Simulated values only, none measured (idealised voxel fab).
Process module name: voxel transistor to metal
Cross-section cut: width 150 nm, square cells of 5 nm.
Format of a cross-section: grid, square cells. Given as bands. Order: top down. Band: one or more rows of cells.
Band entry format. Leading values: height of top, height of bottom, nm. Remainder: materials in left-to-right order, each with its width in nm. Special words: "edge to edge" on a single material, which then fills the band edge to edge; "air", empty space.
We count height from 0. Below that, the starting wafer is all one material. The lowest band never ends at the bottom but goes on down; see "0 down" for how that is written.
A two-number width, for instance "30 to 40", indicates that the width is equal to the first number in the top row of the band and to the second number in the bottom row, and that it changes by a constant amount per row of cells.
"nothing was modified" (step): cross-section cells unchanged, all of them.
In the "Catalogued sealed voids" entry, you get each enclosed empty space of 8 cells or more, one with no open way to the top, written width x height at distance, distance from the left edge, in nm.
The remark found on a step's line after its settings is issued by the simulator itself and pertains to that step.
overlay nm: right-of-plan distance of the mask on a masked step; negative values mean left-of-plan.
**Below is the list of planned process steps**
1 op RECEIVE | material Si
2 op CONFORMAL_DEP | material SiO2 | thk nm 5
3 op CONFORMAL_DEP | material SiN | thk nm 15
4 op DIRECTIONAL_DEP | material aC | thk nm 15
5 op PATTERN | tone cover | mask id ACTIVE | material resist | width nm 100 | thk nm 35 | overlay nm 0
6 op DIRECTIONAL_ETCH | etch materials aC | depth nm 15
7 op STRIP | etch materials resist
8 op DIRECTIONAL_ETCH | etch materials SiN | depth nm 15
9 op DIRECTIONAL_ETCH | etch materials SiO2 | depth nm 5
10 op DIRECTIONAL_ETCH | etch materials Si | depth nm 25
11 op STRIP | etch materials aC
12 op OXIDIZE | depth nm 5
13 op FILL_DEP | material SiO2 | thk nm 10
14 op CMP | height nm 20
15 op SELECTIVE_ETCH | etch materials SiO2 | depth nm 10
16 op STRIP | etch materials SiN
17 op SELECTIVE_ETCH | etch materials SiO2 | depth nm 5
18 op OXIDIZE | depth nm 5
19 op DIRECTIONAL_DEP | material polySi | thk nm 20
20 op DIRECTIONAL_DEP | material SiCN | thk nm 15
21 op PATTERN | tone cover | mask id GATE | material resist | width nm 20 | thk nm 15 | overlay nm 0
22 op DIRECTIONAL_ETCH | etch materials SiCN | depth nm 25
23 op DIRECTIONAL_ETCH | etch materials polySi | depth nm 30
24 op STRIP | etch materials resist
25 op CONFORMAL_DEP | material SiN | thk nm 10
26 op DIRECTIONAL_ETCH | etch materials SiN | depth nm 10
27 op DIRECTIONAL_ETCH | etch materials SiO2 | depth nm 5
28 op DIRECTIONAL_ETCH | etch materials Si | depth nm 15
29 op EPI | material nSi | thk nm 15
30 op FILL_DEP | material SiO2 | thk nm 5
31 op CMP | height nm 35
32 op DIRECTIONAL_DEP | material SiO2 | thk nm 15
33 op MASKED_ETCH | tone open | mask id CONTACT | width nm 30 | pitch nm 60 | etch materials SiO2 | depth nm 55 | overlay nm 0
34 op CONFORMAL_DEP | material TiN | thk nm 5
35 op FILL_DEP | material W | thk nm 10
36 op CMP | height nm 50
37 op CONFORMAL_DEP | material SiN | thk nm 5
38 op DIRECTIONAL_DEP | material SiO2 | thk nm 15
39 op MASKED_ETCH | tone open | mask id METAL_1 | width nm 15 | pitch nm 75 | etch materials SiO2 | depth nm 15 | overlay nm 0
40 op MASKED_ETCH | tone open | mask id METAL_1 | width nm 15 | pitch nm 75 | etch materials SiN | depth nm 5 | overlay nm 0
41 op CONFORMAL_DEP | material TiN | thk nm 5
42 op FILL_DEP | material Cu | thk nm 10
43 op CMP | height nm 70
44 op CONFORMAL_DEP | material SiCN | thk nm 5
45 op DIRECTIONAL_DEP | material SiO2 | thk nm 35
46 op PATTERN | tone open | mask id METAL_2 | material resist | width nm 15 | pitch nm 75 | thk nm 20 | overlay nm 0
47 op DIRECTIONAL_ETCH | etch materials SiO2 | depth nm 20
48 op STRIP | etch materials resist
49 op DIRECTIONAL_DEP | material aC | thk nm 15
50 op PATTERN | tone open | mask id METAL_2_HOLES | material resist | width nm 15 | pitch nm 75 | thk nm 30 | overlay nm 0
51 op DIRECTIONAL_ETCH | etch materials aC | depth nm 15
52 op STRIP | etch materials resist
53 op DIRECTIONAL_ETCH | etch materials SiO2 | depth nm 15
54 op DIRECTIONAL_ETCH | etch materials SiCN | depth nm 5
55 op STRIP | etch materials aC
56 op CONFORMAL_DEP | material TiN | thk nm 5
57 op FILL_DEP | material Cu | thk nm 5
58 op CMP | height nm 110
59 op CONFORMAL_DEP | material SiN | thk nm 5
**Wafer cross-section on receipt, i.e. after step 1**
> 0 down = Si edge to edge
> Catalogued sealed voids: none
**What the wafer looks like in cross-section after this module, when it starts as shown above and follows the plan above but one mistake is made in running it**
> 115 to 110 = SiN edge to edge
> 110 to 75 = SiO2 (30)  TiN (5)  Cu (5)  TiN (5)  SiO2 (60)  TiN (5)  Cu (5)  TiN (5)  SiO2 (30)
> 75 to 70 = SiCN (30)  TiN (15)  SiCN (60)  TiN (15)  SiCN (30)
> 70 to 55 = SiO2 (30)  TiN (5)  Cu (5)  TiN (5)  SiO2 (60)  TiN (5)  Cu (5)  TiN (5)  SiO2 (30)
> 55 to 50 = SiN (30)  TiN (15)  SiN (60)  TiN (15)  SiN (30)
> 50 to 40 = SiO2 (20)  TiN (5)  W (20)  TiN (5)  SiO2 (30)  TiN (5)  W (20)  TiN (5)  SiO2 (40)
> 40 to 35 = SiO2 (20)  TiN (5)  W (20)  TiN (5)  SiO2 (30)  TiN (20)  W (5)  TiN (5)  SiO2 (40)
> 35 to 20 = SiO2 (20)  TiN (5)  W (20)  TiN (5)  SiO2 (5)  SiN (10)  SiCN (20)  SiN (10)  TiN (5)  W (5)  TiN (5)  SiO2 (40)
> 20 to 15 = SiO2 (20)  TiN (5)  W (20)  TiN (5)  SiO2 (5)  SiN (10)  polySi (20)  SiN (10)  TiN (5)  W (5)  TiN (5)  SiO2 (40)
> 15 to 10 = SiO2 (20)  TiN (5)  W (10)  TiN (15)  SiO2 (5)  SiN (10)  polySi (20)  SiN (10)  TiN (15)  SiO2 (40)
> 10 to 5 = SiO2 (20)  TiN (20)  nSi (15)  SiN (10)  polySi (20)  SiN (10)  nSi (15)  SiO2 (40)
> 5 to 0 = SiO2 (20)  SiN (10)  TiN (10)  nSi (15)  SiN (10)  polySi (20)  SiN (10)  nSi (15)  SiO2 (10)  SiN (10)  SiO2 (20)
> 0 to -5 = SiO2 (30)  TiN (10)  nSi (15)  SiO2 (40)  nSi (15)  SiO2 (40)
> -5 to -20 = SiO2 (30)  nSi (25)  Si (40)  nSi (25)  SiO2 (30)
> -20 to -30 = SiO2 (30)  Si (90)  SiO2 (30)
> -30 down = Si edge to edge
> Catalogued sealed voids: none
Want to know what went wrong? step 33 ran as: op MASKED_ETCH | tone open | mask id CONTACT | width nm 30 | pitch nm 60 | etch materials SiO2 | depth nm 55 | overlay nm -10
